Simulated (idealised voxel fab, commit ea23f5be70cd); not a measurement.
The following process module bears the name voxel self aligned vias.
Square cells of 5 nm make up the cross-section cut, whose width is 180 nm.
We lay out every cross-section as a grid of square cells and spell it out in bands from the top down, where one band means one or more rows of cells. Band entry format. Leading values: height of top, height of bottom, nm. Remainder: materials in left-to-right order, each with its width in nm. Special words: "edge to edge" on a single material, which then fills the band edge to edge; "air", empty space. Below 0: as-received wafer, all one material; heights counted from there. Lowest band: no bottom, goes on down, written "0 nm and below". A two-number width, for instance "30->40", indicates that the width is equal to the first number in the top row of the band and to the second number in the bottom row, and that it changes by a constant amount per row of cells. Where the words "nothing changed" appear for a step, the cross-section shows no cell changed by that step; every cell remained as before. Basically, "Trapped voids" tells you about the enclosed voids: empty spaces with no open way to the top, 8 cells or bigger, each written width x height at distance, where distance is from the left edge, all in nm. Heads up: the bit after the settings on a step's line is the simulator's remark on that step. overlay nm: mask offset rightward from planned place, masked step; negative means leftward offset.

This section lists the process steps that were planned:
1,RECEIVE, material Si
2,CONFORMAL_DEP, material SiO2, thk nm 10
3,CONFORMAL_DEP, material SiCN, thk nm 5
4,DIRECTIONAL_DEP, material lowk, thk nm 20
5,MASKED_ETCH, tone open, mask id LINES, width nm 25, pitch nm 65, etch materials lowk, depth nm 20, overlay nm 0
6,CONFORMAL_DEP, material TiN, thk nm 5
7,FILL_DEP, material W, thk nm 5
8,CMP, height nm 35
9,SELECTIVE_ETCH, etch materials W Ru TiN, depth nm 10
10,FILL_DEP, material SiN, thk nm 5
11,CMP, height nm 35
12,DIRECTIONAL_DEP, material lowk, thk nm 15
13,MASKED_ETCH, tone open, mask id VIAS, width nm 35, etch materials lowk, depth nm 15, overlay nm 0
14,MASKED_ETCH, tone open, mask id VIAS, width nm 35, etch materials SiN, depth nm 10, overlay nm 0
15,CONFORMAL_DEP, material TiN, thk nm 5
16,FILL_DEP, material W, thk nm 5
17,CMP, height nm 50
18,CONFORMAL_DEP, material SiN, thk nm 5

Cross-section: wafer on arrival = after step 1:
> 0 nm and below = Si edge to edge
> Trapped voids: none

The following cross-section depicts the wafer upon conclusion of the module. Processing commenced from the starting condition illustrated above and adhered to the plan illustrated above, save for one mistake in execution:
> 55 nm to 50 nm = SiN edge to edge
> 50 nm to 35 nm = lowk: 40, then TiN: 5, then W: 25, then TiN: 5, then lowk: 105
> 35 nm to 30 nm = lowk: 40, then TiN: 10, then W: 15, then TiN: 10, then lowk: 35, then SiN: 25, then lowk: 45
> 30 nm to 25 nm = lowk: 45, then TiN: 25, then lowk: 40, then SiN: 25, then lowk: 45
> 25 nm to 20 nm = lowk: 45, then TiN: 5, then W: 15, then TiN: 5, then lowk: 40, then TiN: 5, then W: 15, then TiN: 5, then lowk: 45
> 20 nm to 15 nm = lowk: 45, then TiN: 25, then lowk: 40, then TiN: 25, then lowk: 45
> 15 nm to 10 nm = SiCN edge to edge
> 10 nm to 0 nm = SiO2 edge to edge
> 0 nm and below = Si edge to edge
> Trapped voids: none
In executing the process, a mistake was made relative to the plan: step 13 ran with different settings than intended, the actual operation and settings being MASKED_ETCH, tone open, mask id VIAS, width nm 35, etch materials lowk, depth nm 20, overlay nm 0
